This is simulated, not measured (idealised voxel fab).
Process module in this document: voxel wiring stack
The cross-section on display is named cut; it measures 155 nm wide, and its cells are 5 nm squares.
Think of the cross-section as a grid of square cells. We describe it in bands, top to bottom, and each band covers one or more rows of those cells.
The entry gives the band's vertical extent as a top height and a bottom height in nm, then its horizontal make-up as materials from left to right, each with a width in nm. "blank" stands for empty space; a single material marked "edge to edge" fills the band edge to edge.
It should be noted that heights are counted from 0, beneath which the wafer as supplied is of one material throughout, and that the lowest band possesses no lower boundary but continues downward, as written in "top 0, no bottom".
You'd read "30 to 40" like this: the band's top row of cells is as wide as the first number, its bottom row is as wide as the second, and going down, every row changes width by the same amount as the row before did.
Given "changes: none" for a step, no cell of the cross-section differs between before and after that step.
In the "Entrapped void list" entry, you get each enclosed empty space of 8 cells or more, one with no open way to the top, written width x height at distance, distance from the left edge, in nm.
Text after the settings on a step's line: the simulator's own remark on that step.
overlay nm: where the mask lay relative to plan, measured to the right, on steps with a mask; negatives go left.
Below is the list of planned process steps
1: RECEIVE (material Si)
2: CONFORMAL_DEP (material SiO2; thk nm 15)
3: CONFORMAL_DEP (material SiCN; thk nm 5)
4: DIRECTIONAL_DEP (material lowk; thk nm 20)
5: PATTERN (tone open; mask id METAL_1; material resist; width nm 20; pitch nm 40; thk nm 20; overlay nm 0)
6: DIRECTIONAL_ETCH (etch materials lowk; depth nm 20)
7: DIRECTIONAL_ETCH (etch materials SiCN; depth nm 5)
8: STRIP (etch materials resist)
9: CONFORMAL_DEP (material TiN; thk nm 5)
10: FILL_DEP (material W; thk nm 10)
11: CMP (height nm 40)
12: CONFORMAL_DEP (material SiCN; thk nm 5)
13: DIRECTIONAL_DEP (material lowk; thk nm 15)
14: MASKED_ETCH (tone open; mask id PLUG_1; width nm 15; pitch nm 40; etch materials lowk; depth nm 15; overlay nm 0)
15: MASKED_ETCH (tone open; mask id PLUG_1; width nm 15; pitch nm 40; etch materials SiCN; depth nm 5; overlay nm 0)
16: EPI (material Ru; thk nm 10)
17: EPI (material Ru; thk nm 10)
18: CONFORMAL_DEP (material SiCN; thk nm 5)
19: DIRECTIONAL_DEP (material SiO2; thk nm 25)
20: DIRECTIONAL_DEP (material aC; thk nm 10)
21: PATTERN (tone open; mask id METAL_2; material resist; width nm 20; pitch nm 40; thk nm 25; overlay nm 0)
22: DIRECTIONAL_ETCH (etch materials aC; depth nm 10)
23: STRIP (etch materials resist)
24: DIRECTIONAL_ETCH (etch materials SiO2; depth nm 25)
25: DIRECTIONAL_ETCH (etch materials SiCN; depth nm 5)
26: STRIP (etch materials aC)
27: CONFORMAL_DEP (material TiN; thk nm 5)
28: FILL_DEP (material W; thk nm 10)
29: CMP (height nm 90)
30: CONFORMAL_DEP (material SiCN; thk nm 5)
31: DIRECTIONAL_DEP (material SiO2; thk nm 15)
32: MASKED_ETCH (tone open; mask id PLUG_2; width nm 15; pitch nm 40; etch materials SiO2; depth nm 15; overlay nm 0)
33: MASKED_ETCH (tone open; mask id PLUG_2; width nm 15; pitch nm 40; etch materials SiCN; depth nm 5; overlay nm 0)
34: EPI (material Ru; thk nm 10)
35: EPI (material Ru; thk nm 10)
36: CONFORMAL_DEP (material SiCN; thk nm 5)
37: DIRECTIONAL_DEP (material lowk; thk nm 15)
38: DIRECTIONAL_DEP (material aC; thk nm 10)
39: PATTERN (tone open; mask id METAL_3; material resist; width nm 20; pitch nm 40; thk nm 30; overlay nm 0)
40: DIRECTIONAL_ETCH (etch materials aC; depth nm 10)
41: STRIP (etch materials resist)
42: DIRECTIONAL_ETCH (etch materials lowk; depth nm 15)
43: DIRECTIONAL_ETCH (etch materials SiCN; depth nm 5)
44: STRIP (etch materials aC)
45: CONFORMAL_DEP (material TiN; thk nm 5)
46: FILL_DEP (material Cu; thk nm 5)
47: CMP (height nm 130)
48: EPI (material Ru; thk nm 5)
49: FILL_DEP (material SiCN; thk nm 5)
Cross-section: wafer on arrival = after step 1
top 0, no bottom | Si edge to edge
Entrapped void list: none
End-of-module cross-section of the first of two wafers, processed as planned
top 140, bottom 135 | SiCN edge to edge
top 135, bottom 130 | SiCN=20, then Ru=30, then SiCN=10, then Ru=30, then SiCN=10, then Ru=30, then SiCN=25
top 130, bottom 115 | lowk=25, then TiN=5, then Cu=10, then TiN=5, then lowk=20, then TiN=5, then Cu=10, then TiN=5, then lowk=20, then TiN=5, then Cu=10, then TiN=5, then lowk=30
top 115, bottom 110 | SiCN=25, then TiN=20, then SiCN=20, then TiN=20, then SiCN=20, then TiN=20, then SiCN=30
top 110, bottom 95 | SiO2=25, then Ru=15, then SiO2=25, then Ru=15, then SiO2=25, then Ru=15, then SiO2=35
top 95, bottom 90 | SiCN=25, then Ru=15, then SiCN=25, then Ru=15, then SiCN=25, then Ru=15, then SiCN=35
top 90, bottom 65 | SiO2=25, then TiN=5, then W=10, then TiN=5, then SiO2=20, then TiN=5, then W=10, then TiN=5, then SiO2=20, then TiN=5, then W=10, then TiN=5, then SiO2=30
top 65, bottom 60 | SiCN=25, then TiN=20, then SiCN=20, then TiN=20, then SiCN=20, then TiN=20, then SiCN=30
top 60, bottom 45 | lowk=25, then Ru=15, then lowk=25, then Ru=15, then lowk=25, then Ru=15, then lowk=35
top 45, bottom 40 | SiCN=25, then Ru=15, then SiCN=25, then Ru=15, then SiCN=25, then Ru=15, then SiCN=35
top 40, bottom 20 | lowk=25, then TiN=5, then W=10, then TiN=5, then lowk=20, then TiN=5, then W=10, then TiN=5, then lowk=20, then TiN=5, then W=10, then TiN=5, then lowk=30
top 20, bottom 15 | SiCN=25, then TiN=20, then SiCN=20, then TiN=20, then SiCN=20, then TiN=20, then SiCN=30
top 15, bottom 0 | SiO2 edge to edge
top 0, no bottom | Si edge to edge
Entrapped void list: none
This is the second of the two wafers, cross-sectioned at the end of the module; it started exactly like the first and was given the same plan, but it was run with one mistake
top 140, bottom 135 | SiCN edge to edge
top 135, bottom 130 | SiCN=25, then Ru=30, then SiCN=10, then Ru=30, then SiCN=10, then Ru=30, then SiCN=20
top 130, bottom 115 | lowk=30, then TiN=5, then Cu=10, then TiN=5, then lowk=20, then TiN=5, then Cu=10, then TiN=5, then lowk=20, then TiN=5, then Cu=10, then TiN=5, then lowk=25
top 115, bottom 110 | SiCN=30, then TiN=20, then SiCN=20, then TiN=20, then SiCN=20, then TiN=20, then SiCN=25
top 110, bottom 95 | SiO2=25, then Ru=15, then SiO2=25, then Ru=15, then SiO2=25, then Ru=15, then SiO2=35
top 95, bottom 90 | SiCN=25, then Ru=15, then SiCN=25, then Ru=15, then SiCN=25, then Ru=15, then SiCN=35
top 90, bottom 65 | SiO2=25, then TiN=5, then W=10, then TiN=5, then SiO2=20, then TiN=5, then W=10, then TiN=5, then SiO2=20, then TiN=5, then W=10, then TiN=5, then SiO2=30
top 65, bottom 60 | SiCN=25, then TiN=20, then SiCN=20, then TiN=20, then SiCN=20, then TiN=20, then SiCN=30
top 60, bottom 45 | lowk=25, then Ru=15, then lowk=25, then Ru=15, then lowk=25, then Ru=15, then lowk=35
top 45, bottom 40 | SiCN=25, then Ru=15, then SiCN=25, then Ru=15, then SiCN=25, then Ru=15, then SiCN=35
top 40, bottom 20 | lowk=25, then TiN=5, then W=10, then TiN=5, then lowk=20, then TiN=5, then W=10, then TiN=5, then lowk=20, then TiN=5, then W=10, then TiN=5, then lowk=30
top 20, bottom 15 | SiCN=25, then TiN=20, then SiCN=20, then TiN=20, then SiCN=20, then TiN=20, then SiCN=30
top 15, bottom 0 | SiO2 edge to edge
top 0, no bottom | Si edge to edge
Entrapped void list: none
What broke from the plan during processing? rather than as planned, step 39 actually ran as PATTERN (tone open; mask id METAL_3; material resist; width nm 20; pitch nm 40; thk nm 30; overlay nm 5)
By the end, you'd get the same cell count for each material on either wafer, but the second wafer puts them somewhere else.
